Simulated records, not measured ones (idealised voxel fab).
process module | voxel self aligned vias
cross-section cut | 245 nm wide | cells 5 nm
A cross-section is a grid of square cells, given in bands from the top down. A band is one or more rows of cells.
Each band's line starts with the height of the band's top and of its bottom, in nm. Then come its materials from left to right, each with its width in nm. One material with "throughout" fills the band from edge to edge. "air" is empty space.
Height 0 is the level under which the wafer as received is all one material. The lowest band goes on downwards, as in "0 down".
A width such as "30 to 40" changes by the same amount from each row of cells to the next, from the band's top row to its bottom row.
"no change" after a step means that no cell of the cross-section changed.
closed voids: empty space of 8 cells or more with no open way to the top, each as width x height at its distance from the left edge, in nm
after a step's settings: what the simulator itself notes on the step
overlay nm, on a step with a mask: how far to the right of its planned place the mask lay; to the left if negative
plan
1 op RECEIVE | material Si
2 op CONFORMAL_DEP | material SiO2 | thk nm 15
3 op CONFORMAL_DEP | material SiCN | thk nm 5
4 op DIRECTIONAL_DEP | material lowk | thk nm 20
5 op DIRECTIONAL_DEP | material aC | thk nm 10
6 op PATTERN | tone open | mask id LINES | material resist | width nm 30 | pitch nm 70 | thk nm 30 | overlay nm 0
7 op DIRECTIONAL_ETCH | etch materials aC | depth nm 10
8 op STRIP | etch materials resist
9 op DIRECTIONAL_ETCH | etch materials lowk | depth nm 20
10 op STRIP | etch materials aC
11 op CONFORMAL_DEP | material TiN | thk nm 5
12 op FILL_DEP | material W | thk nm 10
13 op CMP | height nm 40
14 op SELECTIVE_ETCH | etch materials W Ru TiN | depth nm 10
15 op FILL_DEP | material SiN | thk nm 10
16 op CMP | height nm 40
17 op DIRECTIONAL_DEP | material lowk | thk nm 20
18 op PATTERN | tone open | mask id VIAS | material resist | width nm 40 | pitch nm 70 | thk nm 15 | overlay nm 0
19 op DIRECTIONAL_ETCH | etch materials lowk | depth nm 20
20 op DIRECTIONAL_ETCH | etch materials SiN | depth nm 10
21 op STRIP | etch materials resist
22 op CONFORMAL_DEP | material TiN | thk nm 5
23 op FILL_DEP | material Ru | thk nm 10
24 op CMP | height nm 60
25 op CONFORMAL_DEP | material SiCN | thk nm 5
as received, after step 1
  0 down: Si throughout
  closed voids: none
a wafer at the end: this start, this plan, one mistake
  65 to 60: SiCN throughout
  60 to 45: Ru 25 | TiN 5 | lowk 40 | TiN 5 | Ru 20 | TiN 5 | lowk 40 | TiN 5 | Ru 20 | TiN 5 | lowk 40 | TiN 5 | Ru 30
  45 to 40: TiN 30 | lowk 40 | TiN 30 | lowk 40 | TiN 30 | lowk 40 | TiN 35
  40 to 30: lowk 35 | SiN 30 | lowk 40 | SiN 30 | lowk 40 | SiN 30 | lowk 40
  30 to 25: lowk 35 | TiN 5 | W 20 | TiN 5 | lowk 40 | TiN 5 | W 20 | TiN 5 | lowk 40 | TiN 5 | W 20 | TiN 5 | lowk 40
  25 to 20: lowk 35 | TiN 30 | lowk 40 | TiN 30 | lowk 40 | TiN 30 | lowk 40
  20 to 15: SiCN throughout
  15 to 0: SiO2 throughout
  0 down: Si throughout
  closed voids: none
what went wrong: step 18 ran as: op PATTERN | tone cover | mask id VIAS | material resist | width nm 40 | pitch nm 70 | thk nm 15 | overlay nm 0
